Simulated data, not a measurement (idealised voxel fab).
Process module name: voxel released beams
cross-section cut | 200 nm wide | cells 5 nm
When this document writes out a cross-section, it uses a grid of square cells and lists it as bands, beginning at the top and moving down, with a band standing for one or more rows of cells.
Band entry format. Leading values: height of top, height of bottom, nm. Remainder: materials in left-to-right order, each with its width in nm. Special words: "everywhere" on a single material, which then fills the band edge to edge; "air", empty space.
Height datum 0, below which the as-received substrate wafer is one material. Lowest band open at the bottom, running downward: "0 -> down".
You'd read "30->40" like this: the band's top row of cells is as wide as the first number, its bottom row is as wide as the second, and going down, every row changes width by the same amount as the row before did.
Where the words "no change occurred" appear for a step, the cross-section shows no cell changed by that step; every cell remained as before.
Reported under the label "Sealed void list" are the empty spaces having no open way to the top and comprising 8 cells or more; the notation for each is width x height at distance, in which the distance is measured from the left edge and all three values are in nm.
On each step's line, the part that comes after the settings is the simulator's own comment on the step.
Each step line may optionally specify "overlay nm", which for a step with a mask gives the rightward distance between the mask's planned place and where it lay, a negative value indicating the leftward direction.
Process steps foreseen in the plan
1. RECEIVE with material Si
2. CONFORMAL_DEP with material SiN, thk nm 5
3. DIRECTIONAL_DEP with material SiO2, thk nm 15
4. DIRECTIONAL_DEP with material aC, thk nm 15
5. PATTERN with tone open, mask id ANCHOR, material resist, width nm 45, thk nm 30, overlay nm 0
6. DIRECTIONAL_ETCH with etch materials aC, depth nm 15
7. STRIP with etch materials resist
8. DIRECTIONAL_ETCH with etch materials SiO2, depth nm 15
9. STRIP with etch materials aC
10. CONFORMAL_DEP with material W, thk nm 15
11. PATTERN with tone cover, mask id BEAM, material resist, width nm 80, thk nm 20, overlay nm 0
12. DIRECTIONAL_ETCH with etch materials W, depth nm 15
13. STRIP with etch materials resist
14. STRIP with etch materials SiO2
The value of width nm given for step 11 in the plan refers to the first wafer; the wafers vary in this setting and are alike at the start.
The first of several wafers, as received after step 1, seen in section
- 0 -> down  Si everywhere
- Sealed void list: none
Gained (+) or lost (-) cells of each material since receipt, then closed voids: one row per wafer, at the end of the module
width nm 80, +40 SiN, +66 W, Sealed void list: none
width nm 85, +40 SiN, +69 W, Sealed void list: none
width nm 90, +40 SiN, +72 W, Sealed void list: none
width nm 95, +40 SiN, +75 W, Sealed void list: none
width nm 100, +40 SiN, +78 W, Sealed void list: none
width nm 105, +40 SiN, +81 W, Sealed void list: none
